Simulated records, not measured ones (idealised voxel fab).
The following is a process module called voxel self aligned contacts.
Shown is cross-section cut, with a width of 230 nm and square cells of size 5 nm.
A cross-section is a grid of square cells, given in bands from the top down. A band is one or more rows of cells. The band entry comprises the height of the band's top followed by the height of its bottom, expressed in nm, and subsequently the band's materials from left to right, each stated together with its width in nm. Where a single material is marked with the word "throughout", that material fills the band from edge to edge. The word "empty" represents empty space. For the purposes of this specification, 0 denotes the height below which the wafer in its as-received condition is composed wholly of one material, and the lowermost band, lacking a lower limit, extends downward without end, as expressed in "0 down". Read "30 to 40" as a graded width: first number on top, second number at the bottom, same change between each pair of neighbouring rows. "same as before" means the step left every cell of the cross-section as it was. The list in "Sealed void listing" covers empty spaces of 8 cells or more that cannot reach the top through any open way, and it gives each as width x height at distance; the distance is from the left edge, and width, height and distance are in nm. Post-settings text on a step line: simulator's own remark regarding the step. Each step line may optionally specify "overlay nm", which for a step with a mask gives the rightward distance between the mask's planned place and where it lay, a negative value indicating the leftward direction.
[plan]
1) RECEIVE | material Si
2) OXIDIZE | depth nm 5
3) DIRECTIONAL_DEP | material polySi | thk nm 30
4) DIRECTIONAL_DEP | material SiN | thk nm 25
5) MASKED_ETCH | tone cover | mask id GATE | width nm 35 | pitch nm 80 | etch materials SiN | depth nm 25 | overlay nm 0
6) MASKED_ETCH | tone cover | mask id GATE | width nm 35 | pitch nm 80 | etch materials polySi | depth nm 30 | overlay nm 0
7) CONFORMAL_DEP | material SiN | thk nm 10
8) DIRECTIONAL_ETCH | etch materials SiN | depth nm 10
9) FILL_DEP | material SiO2 | thk nm 15
10) CMP | height nm 65
11) PATTERN | tone open | mask id CONTACT | material resist | width nm 65 | pitch nm 80 | thk nm 15 | overlay nm 0
12) DIRECTIONAL_ETCH | etch materials SiO2 | depth nm 70
13) STRIP | etch materials resist
14) CONFORMAL_DEP | material TiN | thk nm 5
15) FILL_DEP | material Ru | thk nm 5
16) CMP | height nm 65
17) CONFORMAL_DEP | material SiCN | thk nm 5
[So, the first of our two wafers, run just as we planned it]
[Wafer cross-section on receipt, i.e. after step 1]
> 0 down = Si throughout
> Sealed void listing: none
[You're looking at a cross-section of the wafer after step 2]
> 0 to -5 = SiO2 throughout
> Below a height of -5, the structure has not been altered.
[You're looking at a cross-section of the wafer after step 3]
> 30 to 0 = polySi throughout
> Below a height of 0, the structure has not been altered.
[You're looking at a cross-section of the wafer after step 4]
> 55 to 30 = SiN throughout
> Below a height of 30, the structure has not been altered.
[You're looking at a cross-section of the wafer after step 5]
> 55 to 30 = 15 nm empty | 35 nm SiN | 45 nm empty | 35 nm SiN | 45 nm empty | 35 nm SiN | 20 nm empty
> Below a height of 30, the structure has not been altered.
[You're looking at a cross-section of the wafer after step 6]
> 55 to 30 = 15 nm empty | 35 nm SiN | 45 nm empty | 35 nm SiN | 45 nm empty | 35 nm SiN | 20 nm empty
> 30 to 0 = 15 nm empty | 35 nm polySi | 45 nm empty | 35 nm polySi | 45 nm empty | 35 nm polySi | 20 nm empty
> Below a height of 0, the structure has not been altered.
[You're looking at a cross-section of the wafer after step 7]
> 65 to 30 = 5 nm empty | 55 nm SiN | 25 nm empty | 55 nm SiN | 25 nm empty | 55 nm SiN | 10 nm empty
> 30 to 10 = 5 nm empty | 10 nm SiN | 35 nm polySi | 10 nm SiN | 25 nm empty | 10 nm SiN | 35 nm polySi | 10 nm SiN | 25 nm empty | 10 nm SiN | 35 nm polySi | 10 nm SiN | 10 nm empty
> 10 to 0 = 15 nm SiN | 35 nm polySi | 45 nm SiN | 35 nm polySi | 45 nm SiN | 35 nm polySi | 20 nm SiN
> Below a height of 0, the structure has not been altered.
[You're looking at a cross-section of the wafer after step 8]
> 55 to 30 = 5 nm empty | 55 nm SiN | 25 nm empty | 55 nm SiN | 25 nm empty | 55 nm SiN | 10 nm empty
> 30 to 0 = 5 nm empty | 10 nm SiN | 35 nm polySi | 10 nm SiN | 25 nm empty | 10 nm SiN | 35 nm polySi | 10 nm SiN | 25 nm empty | 10 nm SiN | 35 nm polySi | 10 nm SiN | 10 nm empty
> Below a height of 0, the structure has not been altered.
[You're looking at a cross-section of the wafer after step 9]
> 70 to 55 = SiO2 throughout
> 55 to 30 = 5 nm SiO2 | 55 nm SiN | 25 nm SiO2 | 55 nm SiN | 25 nm SiO2 | 55 nm SiN | 10 nm SiO2
> 30 to 0 = 5 nm SiO2 | 10 nm SiN | 35 nm polySi | 10 nm SiN | 25 nm SiO2 | 10 nm SiN | 35 nm polySi | 10 nm SiN | 25 nm SiO2 | 10 nm SiN | 35 nm polySi | 10 nm SiN | 10 nm SiO2
> Below a height of 0, the structure has not been altered.
[You're looking at a cross-section of the wafer after step 10]
> 65 to 55 = SiO2 throughout
> Below a height of 55, the structure has not been altered.
[You're looking at a cross-section of the wafer after step 11]
> 80 to 65 = 40 nm resist | 65 nm empty | 15 nm resist | 65 nm empty | 45 nm resist
> Below a height of 65, the structure has not been altered.
[You're looking at a cross-section of the wafer after step 12]
> 80 to 65 = 40 nm resist | 65 nm empty | 15 nm resist | 65 nm empty | 45 nm resist
> 65 to 55 = 40 nm SiO2 | 65 nm empty | 15 nm SiO2 | 65 nm empty | 45 nm SiO2
> 55 to 30 = 5 nm SiO2 | 55 nm SiN | 25 nm empty | 55 nm SiN | 25 nm empty | 55 nm SiN | 10 nm SiO2
> 30 to 0 = 5 nm SiO2 | 10 nm SiN | 35 nm polySi | 10 nm SiN | 25 nm empty | 10 nm SiN | 35 nm polySi | 10 nm SiN | 25 nm empty | 10 nm SiN | 35 nm polySi | 10 nm SiN | 10 nm SiO2
> 0 to -5 = 60 nm SiO2 | 25 nm empty | 55 nm SiO2 | 25 nm empty | 65 nm SiO2
> Below a height of -5, the structure has not been altered.
[You're looking at a cross-section of the wafer after step 13]
> 65 to 55 = 40 nm SiO2 | 65 nm empty | 15 nm SiO2 | 65 nm empty | 45 nm SiO2
> Below a height of 55, the structure has not been altered.
[You're looking at a cross-section of the wafer after step 14]
> 70 to 65 = 45 nm TiN | 55 nm empty | 25 nm TiN | 55 nm empty | 50 nm TiN
> 65 to 55 = 40 nm SiO2 | 5 to 25 nm TiN | 55 to 15 nm empty | 5 to 25 nm TiN | 15 nm SiO2 | 5 to 25 nm TiN | 55 to 15 nm empty | 5 to 25 nm TiN | 45 nm SiO2
> 55 to 30 = 5 nm SiO2 | 55 nm SiN | 5 nm TiN | 15 nm empty | 5 nm TiN | 55 nm SiN | 5 nm TiN | 15 nm empty | 5 nm TiN | 55 nm SiN | 10 nm SiO2
> 30 to 0 = 5 nm SiO2 | 10 nm SiN | 35 nm polySi | 10 nm SiN | 5 nm TiN | 15 nm empty | 5 nm TiN | 10 nm SiN | 35 nm polySi | 10 nm SiN | 5 nm TiN | 15 nm empty | 5 nm TiN | 10 nm SiN | 35 nm polySi | 10 nm SiN | 10 nm SiO2
> 0 to -5 = 60 nm SiO2 | 25 nm TiN | 55 nm SiO2 | 25 nm TiN | 65 nm SiO2
> Below a height of -5, the structure has not been altered.
[You're looking at a cross-section of the wafer after step 15]
> 75 to 70 = Ru throughout
> 70 to 65 = 45 nm TiN | 55 nm Ru | 25 nm TiN | 55 nm Ru | 50 nm TiN
> 65 to 55 = 40 nm SiO2 | 5 to 25 nm TiN | 55 to 15 nm Ru | 5 to 25 nm TiN | 15 nm SiO2 | 5 to 25 nm TiN | 55 to 15 nm Ru | 5 to 25 nm TiN | 45 nm SiO2
> 55 to 30 = 5 nm SiO2 | 55 nm SiN | 5 nm TiN | 15 nm Ru | 5 nm TiN | 55 nm SiN | 5 nm TiN | 15 nm Ru | 5 nm TiN | 55 nm SiN | 10 nm SiO2
> 30 to 0 = 5 nm SiO2 | 10 nm SiN | 35 nm polySi | 10 nm SiN | 5 nm TiN | 15 nm Ru | 5 nm TiN | 10 nm SiN | 35 nm polySi | 10 nm SiN | 5 nm TiN | 15 nm Ru | 5 nm TiN | 10 nm SiN | 35 nm polySi | 10 nm SiN | 10 nm SiO2
> Below a height of 0, the structure has not been altered.
[You're looking at a cross-section of the wafer after step 16]
> 65 to 55 = 40 nm SiO2 | 5 to 25 nm TiN | 55 to 15 nm Ru | 5 to 25 nm TiN | 15 nm SiO2 | 5 to 25 nm TiN | 55 to 15 nm Ru | 5 to 25 nm TiN | 45 nm SiO2
> Below a height of 55, the structure has not been altered.
[You're looking at a cross-section of the wafer after step 17]
> 70 to 65 = SiCN throughout
> Below a height of 65, the structure has not been altered.
[The second wafer was prepared from the same starting point and under the same plan as the first; its processing contained one mistake, and it remains indistinguishable from the first wafer up to and including step 6]
[Cross-section, second wafer, at the end time the plan gives for step 7]
> 45 to 30 = 15 nm empty | 35 nm SiN | 45 nm empty | 35 nm SiN | 45 nm empty | 35 nm SiN | 20 nm empty
> Below a height of 30, the structure has not been altered.
[Cross-section, second wafer, at the end time the plan gives for step 8]
> 55 to 30 = 5 nm empty | 55 nm SiN | 25 nm empty | 55 nm SiN | 25 nm empty | 55 nm SiN | 10 nm empty
> 30 to 10 = 5 nm empty | 10 nm SiN | 35 nm polySi | 10 nm SiN | 25 nm empty | 10 nm SiN | 35 nm polySi | 10 nm SiN | 25 nm empty | 10 nm SiN | 35 nm polySi | 10 nm SiN | 10 nm empty
> 10 to 0 = 15 nm SiN | 35 nm polySi | 45 nm SiN | 35 nm polySi | 45 nm SiN | 35 nm polySi | 20 nm SiN
> Below a height of 0, the structure has not been altered.
[Cross-section, second wafer, at the end time the plan gives for step 9]
> 70 to 55 = SiO2 throughout
> 55 to 30 = 5 nm SiO2 | 55 nm SiN | 25 nm SiO2 | 55 nm SiN | 25 nm SiO2 | 55 nm SiN | 10 nm SiO2
> 30 to 10 = 5 nm SiO2 | 10 nm SiN | 35 nm polySi | 10 nm SiN | 25 nm SiO2 | 10 nm SiN | 35 nm polySi | 10 nm SiN | 25 nm SiO2 | 10 nm SiN | 35 nm polySi | 10 nm SiN | 10 nm SiO2
> Below a height of 10, the structure has not been altered.
[Cross-section, second wafer, at the end time the plan gives for step 10]
> 65 to 55 = SiO2 throughout
> Below a height of 55, the structure has not been altered.
[Cross-section, second wafer, at the end time the plan gives for step 11]
> 80 to 65 = 40 nm resist | 65 nm empty | 15 nm resist | 65 nm empty | 45 nm resist
> Below a height of 65, the structure has not been altered.
[Cross-section, second wafer, at the end time the plan gives for step 12]
> 80 to 65 = 40 nm resist | 65 nm empty | 15 nm resist | 65 nm empty | 45 nm resist
> 65 to 55 = 40 nm SiO2 | 65 nm empty | 15 nm SiO2 | 65 nm empty | 45 nm SiO2
> 55 to 30 = 5 nm SiO2 | 55 nm SiN | 25 nm empty | 55 nm SiN | 25 nm empty | 55 nm SiN | 10 nm SiO2
> 30 to 10 = 5 nm SiO2 | 10 nm SiN | 35 nm polySi | 10 nm SiN | 25 nm empty | 10 nm SiN | 35 nm polySi | 10 nm SiN | 25 nm empty | 10 nm SiN | 35 nm polySi | 10 nm SiN | 10 nm SiO2
> Below a height of 10, the structure has not been altered.
[Cross-section, second wafer, at the end time the plan gives for step 13]
> 65 to 55 = 40 nm SiO2 | 65 nm empty | 15 nm SiO2 | 65 nm empty | 45 nm SiO2
> Below a height of 55, the structure has not been altered.
[Cross-section, second wafer, at the end time the plan gives for step 14]
> 70 to 65 = 45 nm TiN | 55 nm empty | 25 nm TiN | 55 nm empty | 50 nm TiN
> 65 to 55 = 40 nm SiO2 | 5 to 25 nm TiN | 55 to 15 nm empty | 5 to 25 nm TiN | 15 nm SiO2 | 5 to 25 nm TiN | 55 to 15 nm empty | 5 to 25 nm TiN | 45 nm SiO2
> 55 to 30 = 5 nm SiO2 | 55 nm SiN | 5 nm TiN | 15 nm empty | 5 nm TiN | 55 nm SiN | 5 nm TiN | 15 nm empty | 5 nm TiN | 55 nm SiN | 10 nm SiO2
> 30 to 15 = 5 nm SiO2 | 10 nm SiN | 35 nm polySi | 10 nm SiN | 5 nm TiN | 15 nm empty | 5 nm TiN | 10 nm SiN | 35 nm polySi | 10 nm SiN | 5 nm TiN | 15 nm empty | 5 nm TiN | 10 nm SiN | 35 nm polySi | 10 nm SiN | 10 nm SiO2
> 15 to 10 = 5 nm SiO2 | 10 nm SiN | 35 nm polySi | 10 nm SiN | 25 nm TiN | 10 nm SiN | 35 nm polySi | 10 nm SiN | 25 nm TiN | 10 nm SiN | 35 nm polySi | 10 nm SiN | 10 nm SiO2
> Below a height of 10, the structure has not been altered.
[Cross-section, second wafer, at the end time the plan gives for step 15]
> 75 to 70 = Ru throughout
> 70 to 65 = 45 nm TiN | 55 nm Ru | 25 nm TiN | 55 nm Ru | 50 nm TiN
> 65 to 55 = 40 nm SiO2 | 5 to 25 nm TiN | 55 to 15 nm Ru | 5 to 25 nm TiN | 15 nm SiO2 | 5 to 25 nm TiN | 55 to 15 nm Ru | 5 to 25 nm TiN | 45 nm SiO2
> 55 to 30 = 5 nm SiO2 | 55 nm SiN | 5 nm TiN | 15 nm Ru | 5 nm TiN | 55 nm SiN | 5 nm TiN | 15 nm Ru | 5 nm TiN | 55 nm SiN | 10 nm SiO2
> 30 to 15 = 5 nm SiO2 | 10 nm SiN | 35 nm polySi | 10 nm SiN | 5 nm TiN | 15 nm Ru | 5 nm TiN | 10 nm SiN | 35 nm polySi | 10 nm SiN | 5 nm TiN | 15 nm Ru | 5 nm TiN | 10 nm SiN | 35 nm polySi | 10 nm SiN | 10 nm SiO2
> Below a height of 15, the structure has not been altered.
[Cross-section, second wafer, at the end time the plan gives for step 16]
> 65 to 55 = 40 nm SiO2 | 5 to 25 nm TiN | 55 to 15 nm Ru | 5 to 25 nm TiN | 15 nm SiO2 | 5 to 25 nm TiN | 55 to 15 nm Ru | 5 to 25 nm TiN | 45 nm SiO2
> Below a height of 55, the structure has not been altered.
[Cross-section, second wafer, at the end time the plan gives for step 17]
> 70 to 65 = SiCN throughout
> Below a height of 65, the structure has not been altered.
Deviation from plan: plan vs actual: 7 and 8 interchanged
Wafer comparison, final, in cells, second relative to first, materials more or fewer: 18 fewer of Ru | 26 more of SiN | 4 more of SiO2 | 12 fewer of TiN
